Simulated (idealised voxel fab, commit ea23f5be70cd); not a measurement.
Documented hereafter: the process module known as voxel capacitor over wiring.
Cross-sectional view cut (width: 215 nm; square cell size: 5 nm).
Notation: cross-section as square-cell grid; stated in bands, top first, going down; one or more cell rows per band. Read a band's entry like this: the first values are the height of its top and the height of its bottom in nm, and what follows is the sequence of materials from left to right, each with its width in nm. Note that "air" is empty space, and that a single material marked "throughout" reaches across the band from edge to edge. Beneath 0, the wafer as received is one material, and that level is where height counting begins. The lowest band goes on downward without a bottom; it is written like "0 down". Width "30 to 40": first value at the band's top row of cells, second value at its bottom row, equal change from row to row. "stayed the same" after a step means that no cell of the cross-section changed. This entry, "Completely sealed voids", enumerates those empty regions of no fewer than 8 cells that possess no open connection to the top. Each region is reported in the form width x height at distance, the distance being taken from the left edge, with all three quantities expressed in nm. Note: text after step settings on the step line = simulator remark on that step. Steps that use a mask can have "overlay nm" on their line. It says how far the mask sat to the right of where it was meant to be. Negative means to the left.
## Process steps (planned)
1 RECEIVE: material Si
2 CONFORMAL_DEP: material SiO2, thk nm 15
3 DIRECTIONAL_DEP: material TiN, thk nm 5
4 DIRECTIONAL_DEP: material W, thk nm 15
5 DIRECTIONAL_DEP: material aC, thk nm 15
6 PATTERN: tone cover, mask id METAL_1, material resist, width nm 20, pitch nm 70, thk nm 35, overlay nm 0
7 DIRECTIONAL_ETCH: etch materials aC, depth nm 15
8 STRIP: etch materials resist
9 DIRECTIONAL_ETCH: etch materials W, depth nm 15
10 DIRECTIONAL_ETCH: etch materials TiN, depth nm 5
11 STRIP: etch materials aC
12 CONFORMAL_DEP: material SiN, thk nm 5
13 FILL_DEP: material lowk, thk nm 10
14 CMP: height nm 35
15 CONFORMAL_DEP: material SiCN, thk nm 5
16 DIRECTIONAL_DEP: material lowk, thk nm 20
17 MASKED_ETCH: tone open, mask id PLUG_1, width nm 15, etch materials lowk, depth nm 20, overlay nm 0
18 MASKED_ETCH: tone open, mask id PLUG_1, width nm 15, etch materials SiCN, depth nm 5, overlay nm 0
19 CONFORMAL_DEP: material TiN, thk nm 5
20 FILL_DEP: material Cu, thk nm 10
21 CMP: height nm 60
22 DIRECTIONAL_DEP: material TiN, thk nm 10
23 DIRECTIONAL_DEP: material HfO2, thk nm 5
24 DIRECTIONAL_DEP: material TiN, thk nm 10
25 PATTERN: tone cover, mask id UPPER_PLATE, material resist, width nm 55, thk nm 15, overlay nm 0
26 DIRECTIONAL_ETCH: etch materials TiN, depth nm 10
27 DIRECTIONAL_ETCH: etch materials HfO2, depth nm 5
28 STRIP: etch materials resist
29 PATTERN: tone cover, mask id LOWER_PLATE, material resist, width nm 65, thk nm 20, overlay nm 0
30 DIRECTIONAL_ETCH: etch materials TiN, depth nm 10
31 STRIP: etch materials resist
32 FILL_DEP: material SiO2, thk nm 20
33 CMP: height nm 100
34 MASKED_ETCH: tone open, mask id PLUG_2, width nm 15, etch materials SiO2, depth nm 15, overlay nm 0
35 CONFORMAL_DEP: material TiN, thk nm 5
36 FILL_DEP: material Cu, thk nm 10
37 CMP: height nm 100
38 CONFORMAL_DEP: material SiN, thk nm 5
Wafer-to-wafer difference: width nm, step 34. Common start. Plan = first wafer's value.
## First wafer of several, as received: cross-section after step 1
> 0 down: Si throughout
> Completely sealed voids: none
## Each row below is a wafer at the end of the module, listing for every material the number of cells it has gained (+) or lost (-) since it was received, followed by its closed voids
width nm 15, +6 Cu, +11 HfO2, +40 SiCN, +90 SiN, +405 SiO2, +74 TiN, +24 W, +253 lowk, Completely sealed voids: none
width nm 20, +8 Cu, +11 HfO2, +40 SiCN, +90 SiN, +402 SiO2, +75 TiN, +24 W, +253 lowk, Completely sealed voids: none
width nm 25, +10 Cu, +11 HfO2, +40 SiCN, +90 SiN, +399 SiO2, +76 TiN, +24 W, +253 lowk, Completely sealed voids: none
width nm 30, +12 Cu, +11 HfO2, +40 SiCN, +90 SiN, +396 SiO2, +77 TiN, +24 W, +253 lowk, Completely sealed voids: none
